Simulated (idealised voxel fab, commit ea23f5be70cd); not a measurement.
The following is a process module called voxel self aligned contacts.
Cross-section cut: width 235 nm, square cells of 5 nm.
In what follows, cross-sections appear as grids of square cells, described through bands that run from the top down, where every band is one or more rows of cells. The band entry comprises the height of the band's top followed by the height of its bottom, expressed in nm, and subsequently the band's materials from left to right, each stated together with its width in nm. Where a single material is marked with the word "everywhere", that material fills the band from edge to edge. The word "blank" represents empty space. Beneath 0, the wafer as received is one material, and that level is where height counting begins. The lowest band goes on downward without a bottom; it is written like "0..down". Width spec "30 to 40" -> top row of cells at first value, bottom row at second value, equal per-row change in between. When a step is marked "nothing was modified", none of the cells in the cross-section changed during that step. "Closed internal voids" contains a list of empty spaces, each no smaller than 8 cells and without an open way to the top, written in the form width x height at distance with the distance from the left edge and all three in nm. Heads up: the bit after the settings on a step's line is the simulator's remark on that step. overlay nm: on a step with a mask, how far right of its planned place the mask lay; negative means left.

-- Planned process steps
1,RECEIVE [material Si]
2,CONFORMAL_DEP [material SiO2] [thk nm 5]
3,DIRECTIONAL_DEP [material polySi] [thk nm 30]
4,DIRECTIONAL_DEP [material SiN] [thk nm 20]
5,DIRECTIONAL_DEP [material aC] [thk nm 10]
6,PATTERN [tone cover] [mask id GATE] [material resist] [width nm 30] [pitch nm 65] [thk nm 25] [overlay nm 0]
7,DIRECTIONAL_ETCH [etch materials aC] [depth nm 10]
8,STRIP [etch materials resist]
9,DIRECTIONAL_ETCH [etch materials SiN] [depth nm 20]
10,DIRECTIONAL_ETCH [etch materials polySi] [depth nm 30]
11,STRIP [etch materials aC]
12,CONFORMAL_DEP [material SiN] [thk nm 10]
13,DIRECTIONAL_ETCH [etch materials SiN] [depth nm 10]
14,FILL_DEP [material SiO2] [thk nm 15]
15,CMP [height nm 65]
16,PATTERN [tone open] [mask id CONTACT] [material resist] [width nm 45] [thk nm 20] [overlay nm -15]
17,DIRECTIONAL_ETCH [etch materials SiO2] [depth nm 65]
18,STRIP [etch materials resist]
19,CONFORMAL_DEP [material TiN] [thk nm 5]
20,FILL_DEP [material Ru] [thk nm 5]
21,CMP [height nm 65]
22,CONFORMAL_DEP [material SiN] [thk nm 5]
Heads up: all these wafers start the same, and what changes between them is the overlay nm in step 16. The value you see in the plan is just what the first wafer got.

-- The first of several wafers in cross-section, exactly as it reached us after step 1
- 0..down | Si everywhere
- Closed internal voids: none

-- Cross-section after step 22, the final step of the module, for the first of several wafers
- 70..65 | SiN everywhere
- 65..55 | 80 of SiO2; 5 to 35 of TiN; 35 to 5 of Ru; 5 of TiN; 110 of SiO2
- 55..35 | 60 of SiO2; 50 of SiN; 5 of TiN; 5 of Ru; 5 of TiN; 50 of SiN; 60 of SiO2
- 35..5 | 60 of SiO2; 10 of SiN; 30 of polySi; 10 of SiN; 5 of TiN; 5 of Ru; 5 of TiN; 10 of SiN; 30 of polySi; 10 of SiN; 60 of SiO2
- 5..0 | 110 of SiO2; 15 of TiN; 110 of SiO2
- 0..down | Si everywhere
- Closed internal voids: none

-- Wafer cross-section (last wafer, module end)
- 70..65 | SiN everywhere
- 65..55 | 110 of SiO2; 5 of TiN; 35 to 5 of Ru; 5 to 35 of TiN; 80 of SiO2
- 55..35 | 60 of SiO2; 50 of SiN; 5 of TiN; 5 of Ru; 5 of TiN; 50 of SiN; 60 of SiO2
- 35..5 | 60 of SiO2; 10 of SiN; 30 of polySi; 10 of SiN; 5 of TiN; 5 of Ru; 5 of TiN; 10 of SiN; 30 of polySi; 10 of SiN; 60 of SiO2
- 5..0 | 110 of SiO2; 15 of TiN; 110 of SiO2
- 0..down | Si everywhere
- Closed internal voids: none

-- wafer rows; end of module; cells per material since receipt: (+) gained, (-) lost; then closed voids
overlay nm -15, +18 Ru, +175 SiN, +360 SiO2, +33 TiN, +72 polySi, Closed internal voids: none
overlay nm -10, +18 Ru, +175 SiN, +360 SiO2, +33 TiN, +72 polySi, Closed internal voids: none
overlay nm -5, +18 Ru, +175 SiN, +360 SiO2, +33 TiN, +72 polySi, Closed internal voids: none
overlay nm 0, +18 Ru, +175 SiN, +360 SiO2, +33 TiN, +72 polySi, Closed internal voids: none
overlay nm 5, +18 Ru, +175 SiN, +360 SiO2, +33 TiN, +72 polySi, Closed internal voids: none
overlay nm 10, +18 Ru, +175 SiN, +360 SiO2, +33 TiN, +72 polySi, Closed internal voids: none
overlay nm 15, +18 Ru, +175 SiN, +360 SiO2, +33 TiN, +72 polySi, Closed internal voids: none
